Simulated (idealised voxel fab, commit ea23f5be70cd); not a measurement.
A process module follows: voxel quadruple lines.
We display cut, a cross-section 300 nm in width whose square cells are each 5 nm.
How to read a cross-section here: the picture is a grid of square cells, written as bands going from the top down, and any band can span one or more rows of cells. Per band: top height and bottom height in nm, followed by the left-to-right materials and their widths in nm; "all across" marks a single material spanning edge to edge, "air" marks empty space. Counting heights begins at 0, where everything beneath is, in the wafer as received, one material. The lowest band has no bottom; it goes on downwards, as "0..down" shows. Quick explanation for "30 to 40": the width changes in equal steps down the rows of cells, from the first number in the band's top row to the second number in its bottom row. The cross-section has no changed cell in any step marked "remained the same". Any empty space of 8 cells or more lacking an open way to the top shows up in "Closed void register" as width x height at distance, distance from the left edge, in nm. What comes after the settings on a step's line is commentary from the simulator itself on that step. overlay nm: right-of-plan distance of the mask on a masked step; negative values mean left-of-plan.

These are the steps we planned for the process
1) RECEIVE | material Si
2) CONFORMAL_DEP | material Al2O3 | thk nm 5
3) DIRECTIONAL_DEP | material TiN | thk nm 10
4) DIRECTIONAL_DEP | material polySi | thk nm 15
5) DIRECTIONAL_DEP | material aC | thk nm 25
6) PATTERN | tone cover | mask id MANDREL | material resist | width nm 35 | pitch nm 100 | thk nm 30 | overlay nm 0
7) DIRECTIONAL_ETCH | etch materials aC | depth nm 25
8) STRIP | etch materials resist
9) CONFORMAL_DEP | material SiO2 | thk nm 15
10) DIRECTIONAL_ETCH | etch materials SiO2 | depth nm 15
11) STRIP | etch materials aC
12) DIRECTIONAL_ETCH | etch materials polySi | depth nm 15
13) STRIP | etch materials SiO2
14) CONFORMAL_DEP | material SiCN | thk nm 10
15) DIRECTIONAL_ETCH | etch materials SiCN | depth nm 10
16) STRIP | etch materials polySi
17) DIRECTIONAL_ETCH | etch materials TiN | depth nm 10
18) STRIP | etch materials SiCN

Received-state cross-section, reflecting completion of step 1
- 0..down | Si all across
- Closed void register: none

End-of-module cross-section of the first of two wafers, processed as planned
- 15..5 | air=55  TiN=10  air=15  TiN=10  air=15  TiN=10  air=15  TiN=10  air=15  TiN=10  air=15  TiN=10  air=15  TiN=10  air=15  TiN=10  air=60
- 5..0 | Al2O3 all across
- 0..down | Si all across
- Closed void register: none

Module end: cross-section of wafer two of two. Same start and process plan as the first wafer. One mistake during execution
- 10..5 | air=55  TiN=10  air=15  TiN=10  air=15  TiN=10  air=15  TiN=10  air=15  TiN=10  air=15  TiN=10  air=15  TiN=10  air=15  TiN=10  air=60
- 5..0 | Al2O3 all across
- 0..down | Si all across
- Closed void register: none
Plan not followed: note that step 3 departed from the planned setting and was carried out as DIRECTIONAL_DEP | material TiN | thk nm 5
Final comparison by cell count, materials where the second wafer has more or fewer than the first: 16 fewer of TiN
